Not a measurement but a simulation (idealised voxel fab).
process module | voxel released beams
165 nm wide, 5 nm square cells: that's cross-section cut.
Cross-section spec: square-cell grid; bands listed top down; each band is one or more rows.
Heads up on the band format: heights come first, top then bottom, in nm. After that it's the materials left to right, each with its width in nm. A single material flagged "throughout" fills the whole band edge to edge, and "blank" means there's empty space there.
Counting heights begins at 0, where everything beneath is, in the wafer as received, one material. The lowest band has no bottom; it goes on downwards, as "from 0 down" shows.
With a width like "30..40", each row of cells in the band differs from the next by the same amount, the top row carrying the first number and the bottom row the second.
What does "no alteration" mean for a step? It means no cell of the cross-section changed in that step.
"Voids, enclosed" means: voids of 8 cells or more that are shut off from the top with no open way through. Written width x height at distance, distance from the left edge, in nm.
Text after the settings on a step's line: the simulator's own remark on that step.
overlay nm: mask offset rightward from planned place, masked step; negative means leftward offset.
INTENDED PROCESS STEPS
1. op RECEIVE | material Si
2. op CONFORMAL_DEP | material SiN | thk nm 10
3. op DIRECTIONAL_DEP | material SiO2 | thk nm 20
4. op DIRECTIONAL_DEP | material aC | thk nm 15
5. op PATTERN | tone open | mask id ANCHOR | material resist | width nm 35 | thk nm 30 | overlay nm 0
6. op DIRECTIONAL_ETCH | etch materials aC | depth nm 15
7. op STRIP | etch materials resist
8. op DIRECTIONAL_ETCH | etch materials SiO2 | depth nm 20
9. op STRIP | etch materials aC
10. op CONFORMAL_DEP | material polySi | thk nm 15
11. op DIRECTIONAL_DEP | material aC | thk nm 15
12. op PATTERN | tone cover | mask id BEAM | material resist | width nm 95 | thk nm 35 | overlay nm 0
13. op DIRECTIONAL_ETCH | etch materials aC | depth nm 15
14. op STRIP | etch materials resist
15. op DIRECTIONAL_ETCH | etch materials polySi | depth nm 15
16. op STRIP | etch materials aC
17. op STRIP | etch materials SiO2
AS RECEIVED, AFTER STEP 1
from 0 down = Si throughout
Voids, enclosed: none
HERE'S THE CROSS-SECTION OF THE FIRST OF OUR TWO WAFERS AT THE END OF THE MODULE - IT RAN AS PLANNED
from 45 to 30 = 30 nm blank | 20 nm polySi | 5 nm blank | 70 nm polySi | 40 nm blank
from 30 to 25 = 35 nm blank | 15 nm polySi | 5 nm blank | 15 nm polySi | 95 nm blank
from 25 to 10 = 35 nm blank | 35 nm polySi | 95 nm blank
from 10 to 0 = SiN throughout
from 0 down = Si throughout
Voids, enclosed: none
NOW THE SECOND WAFER, CROSS-SECTIONED AT THE END OF THE MODULE. NOTHING DIFFERENT AT THE START, NOTHING DIFFERENT IN THE PLAN COMPARED WITH THE FIRST, JUST ONE MISTAKE WHEN IT WAS ACTUALLY RUN
from 45 to 30 = 30 nm blank | 55 nm polySi | 80 nm blank
from 30 to 25 = 20 nm blank | 15 nm polySi | 35 nm SiO2 | 15 nm polySi | 80 nm blank
from 25 to 10 = 20 nm blank | 15 nm polySi | 35 nm SiO2 | 55 nm polySi | 40 nm blank
from 10 to 0 = SiN throughout
from 0 down = Si throughout
Voids, enclosed: none
what went wrong: step 5 went in with a setting other than planned; the actual run was op PATTERN | tone cover | mask id ANCHOR | material resist | width nm 35 | thk nm 30 | overlay nm 0
Final tally in cells, some materials are higher or lower on the second wafer than on the first: SiO2 +28
